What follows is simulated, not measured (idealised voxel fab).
The name of this process module is voxel self aligned contacts.
The width of the displayed cross-section, cut, is 215 nm; its cells are square, with a size of 5 nm.
Cross-section, as written here: a square-cell grid given band by band from the top down, where a band holds one or more rows of cells. Band: top height; bottom height; in nm. Then, left to right: material with width in nm, for each material. "throughout": a single material spanning edge to edge. "empty": empty space. A quick word on heights: they are counted from 0, and under that level the wafer as it came to us is one material throughout. The lowest band is different from the rest in having no bottom; it simply continues downward, written as in "0 and below". Width spec "30..40" -> top row of cells at first value, bottom row at second value, equal per-row change in between. Where the words "no modification" appear for a step, the cross-section shows no cell changed by that step; every cell remained as before. Closed-off voids of 8+ cells (no open route to the top) go in "Sealed void listing", written width x height at distance from the left edge, in nm. Post-settings text on a step line: simulator's own remark regarding the step. Each step line may optionally specify "overlay nm", which for a step with a mask gives the rightward distance between the mask's planned place and where it lay, a negative value indicating the leftward direction.

Planned process steps:
1,op RECEIVE | material Si
2,op CONFORMAL_DEP | material SiO2 | thk nm 5
3,op DIRECTIONAL_DEP | material polySi | thk nm 20
4,op DIRECTIONAL_DEP | material SiN | thk nm 25
5,op PATTERN | tone cover | mask id GATE | material resist | width nm 25 | pitch nm 60 | thk nm 15 | overlay nm 0
6,op DIRECTIONAL_ETCH | etch materials SiN | depth nm 25
7,op DIRECTIONAL_ETCH | etch materials polySi | depth nm 20
8,op STRIP | etch materials resist
9,op CONFORMAL_DEP | material SiN | thk nm 10
10,op DIRECTIONAL_ETCH | etch materials SiN | depth nm 10
11,op FILL_DEP | material SiO2 | thk nm 15
12,op CMP | height nm 60
13,op DIRECTIONAL_DEP | material aC | thk nm 15
14,op PATTERN | tone open | mask id CONTACT | material resist | width nm 45 | pitch nm 60 | thk nm 30 | overlay nm 0
15,op DIRECTIONAL_ETCH | etch materials aC | depth nm 15
16,op STRIP | etch materials resist
17,op DIRECTIONAL_ETCH | etch materials SiO2 | depth nm 60
18,op STRIP | etch materials aC
19,op CONFORMAL_DEP | material TiN | thk nm 5
20,op FILL_DEP | material W | thk nm 5
21,op CMP | height nm 60
22,op CONFORMAL_DEP | material SiCN | thk nm 5

Cross-section, incoming material, after step 1:
	0 and below = Si throughout
	Sealed void listing: none

Module complete - cross-section of the first of two wafers, run according to plan:
	65 down to 60 = SiCN throughout
	60 down to 50 = SiO2: 55; TiN: 5..20; W: 35..5; TiN: 5..20; SiO2: 15; TiN: 5..20; W: 35..5; TiN: 5..20; SiO2: 55
	50 down to 25 = SiO2: 25; SiN: 45; TiN: 5; W: 5; TiN: 5; SiN: 45; TiN: 5; W: 5; TiN: 5; SiN: 45; SiO2: 25
	25 down to 5 = SiO2: 25; SiN: 10; polySi: 25; SiN: 10; TiN: 5; W: 5; TiN: 5; SiN: 10; polySi: 25; SiN: 10; TiN: 5; W: 5; TiN: 5; SiN: 10; polySi: 25; SiN: 10; SiO2: 25
	5 down to 0 = SiO2: 70; TiN: 15; SiO2: 45; TiN: 15; SiO2: 70
	0 and below = Si throughout
	Sealed void listing: none

This is the second of the two wafers, cross-sectioned at the end of the module; it started exactly like the first and was given the same plan, but it was run with one mistake:
	65 down to 60 = SiCN throughout
	60 down to 50 = SiO2: 55; TiN: 5..20; polySi: 35..5; TiN: 5..20; SiO2: 15; TiN: 5..20; polySi: 35..5; TiN: 5..20; SiO2: 55
	50 down to 25 = SiO2: 25; SiN: 45; TiN: 5; polySi: 5; TiN: 5; SiN: 45; TiN: 5; polySi: 5; TiN: 5; SiN: 45; SiO2: 25
	25 down to 5 = SiO2: 25; SiN: 10; polySi: 25; SiN: 10; TiN: 5; polySi: 5; TiN: 5; SiN: 10; polySi: 25; SiN: 10; TiN: 5; polySi: 5; TiN: 5; SiN: 10; polySi: 25; SiN: 10; SiO2: 25
	5 down to 0 = SiO2: 70; TiN: 15; SiO2: 45; TiN: 15; SiO2: 70
	0 and below = Si throughout
	Sealed void listing: none
Processing error: the process deviated at step 20: the operation and settings actually run there were op FILL_DEP | material polySi | thk nm 5
The closing comparison, in cells, has the second wafer with more or fewer of some materials than the first: -34 W | +34 polySi
